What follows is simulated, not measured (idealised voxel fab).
The process module that follows is named voxel released beams.
290 nm wide, 5 nm square cells: that's cross-section cut.
Each cross-section below is a grid of square cells, stated as bands in top-down order, with one or more rows of cells making up each band. Read a band's entry like this: the first values are the height of its top and the height of its bottom in nm, and what follows is the sequence of materials from left to right, each with its width in nm. Note that "air" is empty space, and that a single material marked "full width" reaches across the band from edge to edge. Beneath 0, the wafer as received is one material, and that level is where height counting begins. The lowest band goes on downward without a bottom; it is written like "0 and below". A width given as "30..40" starts at the first number in the band's top row and ends at the second number in its bottom row, shifting by an equal amount at every step from row to row. Basically "stayed the same" means that step didn't change any cell in the cross-section. Reported under the label "Internal closed voids" are the empty spaces having no open way to the top and comprising 8 cells or more; the notation for each is width x height at distance, in which the distance is measured from the left edge and all three values are in nm. after a step's settings: what the simulator itself notes on the step. For masked steps, "overlay nm" on the step line gives how far right of plan the mask actually lay; a minus sign means it lay to the left.

[The process steps that were planned are listed below]
1,op RECEIVE | material Si
2,op CONFORMAL_DEP | material SiN | thk nm 10
3,op DIRECTIONAL_DEP | material SiO2 | thk nm 10
4,op PATTERN | tone open | mask id ANCHOR | material resist | width nm 45 | thk nm 15 | overlay nm 0
5,op DIRECTIONAL_ETCH | etch materials SiO2 | depth nm 10
6,op STRIP | etch materials resist
7,op CONFORMAL_DEP | material polySi | thk nm 15
8,op MASKED_ETCH | tone cover | mask id BEAM | width nm 105 | etch materials polySi | depth nm 15 | overlay nm 0
9,op STRIP | etch materials SiO2

[Wafer at receipt (post step 1), cross-section]
	0 and below = Si full width
	Internal closed voids: none

[Cross-section, first of two wafers, end of module, run as planned]
	35 down to 25 = air 90 nm | polySi 20 nm | air 15 nm | polySi 70 nm | air 95 nm
	25 down to 20 = air 90 nm | polySi 105 nm | air 95 nm
	20 down to 10 = air 95 nm | polySi 45 nm | air 150 nm
	10 down to 0 = SiN full width
	0 and below = Si full width
	Internal closed voids: none

[Cross-sectional view of the second of two wafers upon completion of the module. This wafer shared its starting condition and process plan with the first; one error was made during its execution]
	15 down to 0 = air 90 nm | polySi 105 nm | air 95 nm
	0 and below = Si full width
	Internal closed voids: none
Error vs. plan: step 6 did not happen as planned, as run it was op STRIP | etch materials SiN
Heads up, by the end the second wafer has more or fewer cells of some materials compared to the first: 116 fewer of SiN | 12 fewer of polySi
